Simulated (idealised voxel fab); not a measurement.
The following is a process module called voxel self aligned contacts.
For reference, the cross-section in this document is cut, with width 170 nm and square cells of 5 nm.
Cross-section, as written here: a square-cell grid given band by band from the top down, where a band holds one or more rows of cells. Basically the band line says how high the top is and how high the bottom is, in nm, and then what's in it from left to right, every material with its width in nm. Empty space shows up as "empty", and if a single material carries "everywhere" it runs the full band edge to edge. Convention: height 0 is the level below which the wafer, as received, is all one material. The lowest band does not terminate at the bottom but continues downward, represented as "from 0 down". Width spec "30->40" -> top row of cells at first value, bottom row at second value, equal per-row change in between. Reading "no alteration" for a step: not a cell of the cross-section changed in it. In "Trapped cavities" the enclosed voids are listed, meaning empty spaces of 8 cells or larger without any opening to the top. The form is width x height at distance, distance from the left edge, units nm. That trailing text on a step's line, after the settings, is the simulator's own remark on the step. "overlay nm" answers the question of how far to the right of plan the mask lay on a step that has a mask, and when it is negative the answer is to the left.
[Process steps foreseen in the plan]
| 1 | RECEIVE,material Si |
| 2 | CONFORMAL_DEP,material SiO2,thk nm 5 |
| 3 | DIRECTIONAL_DEP,material polySi,thk nm 25 |
| 4 | DIRECTIONAL_DEP,material SiN,thk nm 20 |
| 5 | PATTERN,tone cover,mask id GATE,material resist,width nm 35,pitch nm 70,thk nm 15,overlay nm 0 |
| 6 | DIRECTIONAL_ETCH,etch materials SiN,depth nm 20 |
| 7 | DIRECTIONAL_ETCH,etch materials polySi,depth nm 25 |
| 8 | STRIP,etch materials resist |
| 9 | CONFORMAL_DEP,material SiN,thk nm 10 |
| 10 | DIRECTIONAL_ETCH,etch materials SiN,depth nm 10 |
| 11 | FILL_DEP,material SiO2,thk nm 20 |
| 12 | CMP,height nm 60 |
| 13 | PATTERN,tone open,mask id CONTACT,material resist,width nm 55,thk nm 15,overlay nm 0 |
| 14 | DIRECTIONAL_ETCH,etch materials SiO2,depth nm 60 |
| 15 | STRIP,etch materials resist |
| 16 | CONFORMAL_DEP,material TiN,thk nm 5 |
| 17 | FILL_DEP,material Ru,thk nm 10 |
| 18 | CMP,height nm 60 |
| 19 | CONFORMAL_DEP,material SiCN,thk nm 5 |
[First wafer, two in total, run as planned]
[Cross-section of the incoming wafer, state after step 1]
    from 0 down  Si everywhere
    Trapped cavities: none
[The wafer in cross-section once step 2 is complete]
    from 5 to 0  SiO2 everywhere
    All layers under 0 are left as they were.
[The wafer in cross-section once step 3 is complete]
    from 30 to 5  polySi everywhere
    All layers under 5 are left as they were.
[The wafer in cross-section once step 4 is complete]
    from 50 to 30  SiN everywhere
    All layers under 30 are left as they were.
[The wafer in cross-section once step 5 is complete]
    from 65 to 50  empty 30; resist 35; empty 35; resist 35; empty 35
    All layers under 50 are left as they were.
[The wafer in cross-section once step 6 is complete]
    from 65 to 50  empty 30; resist 35; empty 35; resist 35; empty 35
    from 50 to 30  empty 30; SiN 35; empty 35; SiN 35; empty 35
    All layers under 30 are left as they were.
[The wafer in cross-section once step 7 is complete]
    from 65 to 50  empty 30; resist 35; empty 35; resist 35; empty 35
    from 50 to 30  empty 30; SiN 35; empty 35; SiN 35; empty 35
    from 30 to 5  empty 30; polySi 35; empty 35; polySi 35; empty 35
    All layers under 5 are left as they were.
[The wafer in cross-section once step 8 is complete]
    from 50 to 30  empty 30; SiN 35; empty 35; SiN 35; empty 35
    All layers under 30 are left as they were.
[The wafer in cross-section once step 9 is complete]
    from 60 to 30  empty 20; SiN 55; empty 15; SiN 55; empty 25
    from 30 to 15  empty 20; SiN 10; polySi 35; SiN 10; empty 15; SiN 10; polySi 35; SiN 10; empty 25
    from 15 to 5  SiN 30; polySi 35; SiN 35; polySi 35; SiN 35
    All layers under 5 are left as they were.
[The wafer in cross-section once step 10 is complete]
    from 50 to 30  empty 20; SiN 55; empty 15; SiN 55; empty 25
    from 30 to 5  empty 20; SiN 10; polySi 35; SiN 10; empty 15; SiN 10; polySi 35; SiN 10; empty 25
    All layers under 5 are left as they were.
[The wafer in cross-section once step 11 is complete]
    from 70 to 50  SiO2 everywhere
    from 50 to 30  SiO2 20; SiN 55; SiO2 15; SiN 55; SiO2 25
    from 30 to 5  SiO2 20; SiN 10; polySi 35; SiN 10; SiO2 15; SiN 10; polySi 35; SiN 10; SiO2 25
    All layers under 5 are left as they were.
[The wafer in cross-section once step 12 is complete]
    from 60 to 50  SiO2 everywhere
    All layers under 50 are left as they were.
[The wafer in cross-section once step 13 is complete]
    from 75 to 60  resist 55; empty 55; resist 60
    All layers under 60 are left as they were.
[The wafer in cross-section once step 14 is complete]
    from 75 to 60  resist 55; empty 55; resist 60
    from 60 to 50  SiO2 55; empty 55; SiO2 60
    from 50 to 30  SiO2 20; SiN 55; empty 15; SiN 55; SiO2 25
    from 30 to 5  SiO2 20; SiN 10; polySi 35; SiN 10; empty 15; SiN 10; polySi 35; SiN 10; SiO2 25
    from 5 to 0  SiO2 75; empty 15; SiO2 80
    All layers under 0 are left as they were.
[The wafer in cross-section once step 15 is complete]
    from 60 to 50  SiO2 55; empty 55; SiO2 60
    All layers under 50 are left as they were.
[The wafer in cross-section once step 16 is complete]
    from 65 to 60  TiN 60; empty 45; TiN 65
    from 60 to 50  SiO2 55; TiN 5->25; empty 45->5; TiN 5->25; SiO2 60
    from 50 to 30  SiO2 20; SiN 55; TiN 5; empty 5; TiN 5; SiN 55; SiO2 25
    from 30 to 5  SiO2 20; SiN 10; polySi 35; SiN 10; TiN 5; empty 5; TiN 5; SiN 10; polySi 35; SiN 10; SiO2 25
    from 5 to 0  SiO2 75; TiN 15; SiO2 80
    All layers under 0 are left as they were.
[The wafer in cross-section once step 17 is complete]
    from 75 to 65  Ru everywhere
    from 65 to 60  TiN 60; Ru 45; TiN 65
    from 60 to 50  SiO2 55; TiN 5->25; Ru 45->5; TiN 5->25; SiO2 60
    from 50 to 30  SiO2 20; SiN 55; TiN 5; Ru 5; TiN 5; SiN 55; SiO2 25
    from 30 to 5  SiO2 20; SiN 10; polySi 35; SiN 10; TiN 5; Ru 5; TiN 5; SiN 10; polySi 35; SiN 10; SiO2 25
    All layers under 5 are left as they were.
[The wafer in cross-section once step 18 is complete]
    from 60 to 50  SiO2 55; TiN 5->25; Ru 45->5; TiN 5->25; SiO2 60
    All layers under 50 are left as they were.
[The wafer in cross-section once step 19 is complete]
    from 65 to 60  SiCN everywhere
    All layers under 60 are left as they were.
[Companion wafer, the second of two: same beginning, same intended sequence, one mistake in carrying it out; through step 4 inclusive it tracks the first exactly]
[Second wafer: cross-section at the scheduled end of step 5]
    from 65 to 50  empty 35; resist 30; empty 40; resist 30; empty 35
    All layers under 50 are left as they were.
[Second wafer: cross-section at the scheduled end of step 6]
    from 65 to 50  empty 35; resist 30; empty 40; resist 30; empty 35
    from 50 to 30  empty 35; SiN 30; empty 40; SiN 30; empty 35
    All layers under 30 are left as they were.
[Second wafer: cross-section at the scheduled end of step 7]
    from 65 to 50  empty 35; resist 30; empty 40; resist 30; empty 35
    from 50 to 30  empty 35; SiN 30; empty 40; SiN 30; empty 35
    from 30 to 5  empty 35; polySi 30; empty 40; polySi 30; empty 35
    All layers under 5 are left as they were.
[Second wafer: cross-section at the scheduled end of step 8]
    from 50 to 30  empty 35; SiN 30; empty 40; SiN 30; empty 35
    All layers under 30 are left as they were.
[Second wafer: cross-section at the scheduled end of step 9]
    from 60 to 30  empty 25; SiN 50; empty 20; SiN 50; empty 25
    from 30 to 15  empty 25; SiN 10; polySi 30; SiN 10; empty 20; SiN 10; polySi 30; SiN 10; empty 25
    from 15 to 5  SiN 35; polySi 30; SiN 40; polySi 30; SiN 35
    All layers under 5 are left as they were.
[Second wafer: cross-section at the scheduled end of step 10]
    from 50 to 30  empty 25; SiN 50; empty 20; SiN 50; empty 25
    from 30 to 5  empty 25; SiN 10; polySi 30; SiN 10; empty 20; SiN 10; polySi 30; SiN 10; empty 25
    All layers under 5 are left as they were.
[Second wafer: cross-section at the scheduled end of step 11]
    from 70 to 50  SiO2 everywhere
    from 50 to 30  SiO2 25; SiN 50; SiO2 20; SiN 50; SiO2 25
    from 30 to 5  SiO2 25; SiN 10; polySi 30; SiN 10; SiO2 20; SiN 10; polySi 30; SiN 10; SiO2 25
    All layers under 5 are left as they were.
[Second wafer: cross-section at the scheduled end of step 12]
    from 60 to 50  SiO2 everywhere
    All layers under 50 are left as they were.
[Second wafer: cross-section at the scheduled end of step 13]
    from 75 to 60  resist 55; empty 55; resist 60
    All layers under 60 are left as they were.
[Second wafer: cross-section at the scheduled end of step 14]
    from 75 to 60  resist 55; empty 55; resist 60
    from 60 to 50  SiO2 55; empty 55; SiO2 60
    from 50 to 30  SiO2 25; SiN 50; empty 20; SiN 50; SiO2 25
    from 30 to 5  SiO2 25; SiN 10; polySi 30; SiN 10; empty 20; SiN 10; polySi 30; SiN 10; SiO2 25
    from 5 to 0  SiO2 75; empty 20; SiO2 75
    All layers under 0 are left as they were.
[Second wafer: cross-section at the scheduled end of step 15]
    from 60 to 50  SiO2 55; empty 55; SiO2 60
    All layers under 50 are left as they were.
[Second wafer: cross-section at the scheduled end of step 16]
    from 65 to 60  TiN 60; empty 45; TiN 65
    from 60 to 50  SiO2 55; TiN 5->25; empty 45->10; TiN 5->20; SiO2 60
    from 50 to 30  SiO2 25; SiN 50; TiN 5; empty 10; TiN 5; SiN 50; SiO2 25
    from 30 to 5  SiO2 25; SiN 10; polySi 30; SiN 10; TiN 5; empty 10; TiN 5; SiN 10; polySi 30; SiN 10; SiO2 25
    from 5 to 0  SiO2 75; TiN 20; SiO2 75
    All layers under 0 are left as they were.
[Second wafer: cross-section at the scheduled end of step 17]
    from 75 to 65  Ru everywhere
    from 65 to 60  TiN 60; Ru 45; TiN 65
    from 60 to 50  SiO2 55; TiN 5->25; Ru 45->10; TiN 5->20; SiO2 60
    from 50 to 30  SiO2 25; SiN 50; TiN 5; Ru 10; TiN 5; SiN 50; SiO2 25
    from 30 to 5  SiO2 25; SiN 10; polySi 30; SiN 10; TiN 5; Ru 10; TiN 5; SiN 10; polySi 30; SiN 10; SiO2 25
    All layers under 5 are left as they were.
[Second wafer: cross-section at the scheduled end of step 18]
    from 60 to 50  SiO2 55; TiN 5->25; Ru 45->10; TiN 5->20; SiO2 60
    All layers under 50 are left as they were.
[Second wafer: cross-section at the scheduled end of step 19]
    from 65 to 60  SiCN everywhere
    All layers under 60 are left as they were.
Where did the run depart from the plan? note that step 5 departed from the planned setting and was carried out as PATTERN,tone cover,mask id GATE,material resist,width nm 30,pitch nm 70,thk nm 15,overlay nm 0
Materials where the second wafer ends with more or fewer cells than the first: Ru: 10 more | SiN: 8 fewer | SiO2: 8 more | polySi: 10 fewer
